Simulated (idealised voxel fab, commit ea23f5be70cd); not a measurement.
process module | voxel ribs on slabs
cross-section cut | 250 nm wide | cells 5 nm
A cross-section is a grid of square cells, given in bands from the top down. A band is one or more rows of cells.
Each band's line starts with the height of the band's top and of its bottom, in nm. Then come its materials from left to right, each with its width in nm. One material with "throughout" fills the band from edge to edge. "air" is empty space.
Height 0 is the level under which the wafer as received is all one material. The lowest band goes on downwards, as in "0 down".
A width such as "30 to 40" changes by the same amount from each row of cells to the next, from the band's top row to its bottom row.
"no change" after a step means that no cell of the cross-section changed.
closed voids: empty space of 8 cells or more with no open way to the top, each as width x height at its distance from the left edge, in nm
after a step's settings: what the simulator itself notes on the step
overlay nm, on a step with a mask: how far to the right of its planned place the mask lay; to the left if negative
plan
1 op RECEIVE | material Si
2 op DIRECTIONAL_DEP | material SiO2 | thk nm 25
3 op DIRECTIONAL_DEP | material SiN | thk nm 25
4 op MASKED_ETCH | tone cover | mask id RIB | width nm 15 | etch materials SiN | depth nm 20 | overlay nm 0
5 op DIRECTIONAL_DEP | material aC | thk nm 10
6 op PATTERN | tone cover | mask id SLAB | material resist | width nm 55 | thk nm 25 | overlay nm 0
7 op DIRECTIONAL_ETCH | etch materials aC | depth nm 10
8 op STRIP | etch materials resist
9 op DIRECTIONAL_ETCH | etch materials SiN | depth nm 5
10 op STRIP | etch materials aC
11 op FILL_DEP | material SiO2 | thk nm 25
12 op CMP | height nm 65
13 op DIRECTIONAL_DEP | material TiN | thk nm 10
14 op MASKED_ETCH | tone cover | mask id HEATER | width nm 25 | etch materials TiN | depth nm 10 | overlay nm 0
15 op CONFORMAL_DEP | material SiN | thk nm 5
varied across the wafers: width nm of step 4. The plan shows the first wafer's value. All wafers start alike
first wafer as received, after step 1
  0 down: Si throughout
  closed voids: none
first wafer at the end, after step 15
  80 to 75: air 105 | SiN 35 | air 110
  75 to 70: air 105 | SiN 5 | TiN 25 | SiN 5 | air 110
  70 to 65: SiN 110 | TiN 25 | SiN 115
  65 to 50: SiO2 throughout
  50 to 30: SiO2 115 | SiN 15 | SiO2 120
  30 to 25: SiO2 95 | SiN 55 | SiO2 100
  25 to 0: SiO2 throughout
  0 down: Si throughout
  closed voids: none
last wafer at the end
  80 to 75: air 105 | SiN 35 | air 110
  75 to 70: air 105 | SiN 5 | TiN 25 | SiN 5 | air 110
  70 to 65: SiN 110 | TiN 25 | SiN 115
  65 to 50: SiO2 throughout
  50 to 30: SiO2 110 | SiN 30 | SiO2 110
  30 to 25: SiO2 95 | SiN 55 | SiO2 100
  25 to 0: SiO2 throughout
  0 down: Si throughout
  closed voids: none
each wafer at the end: cells of each material gained (+) or lost (-) since it was received, then its closed voids
width nm 15 | +77 SiN | +627 SiO2 | +10 TiN | closed voids: none
width nm 20 | +81 SiN | +623 SiO2 | +10 TiN | closed voids: none
width nm 25 | +85 SiN | +619 SiO2 | +10 TiN | closed voids: none
width nm 30 | +89 SiN | +615 SiO2 | +10 TiN | closed voids: none
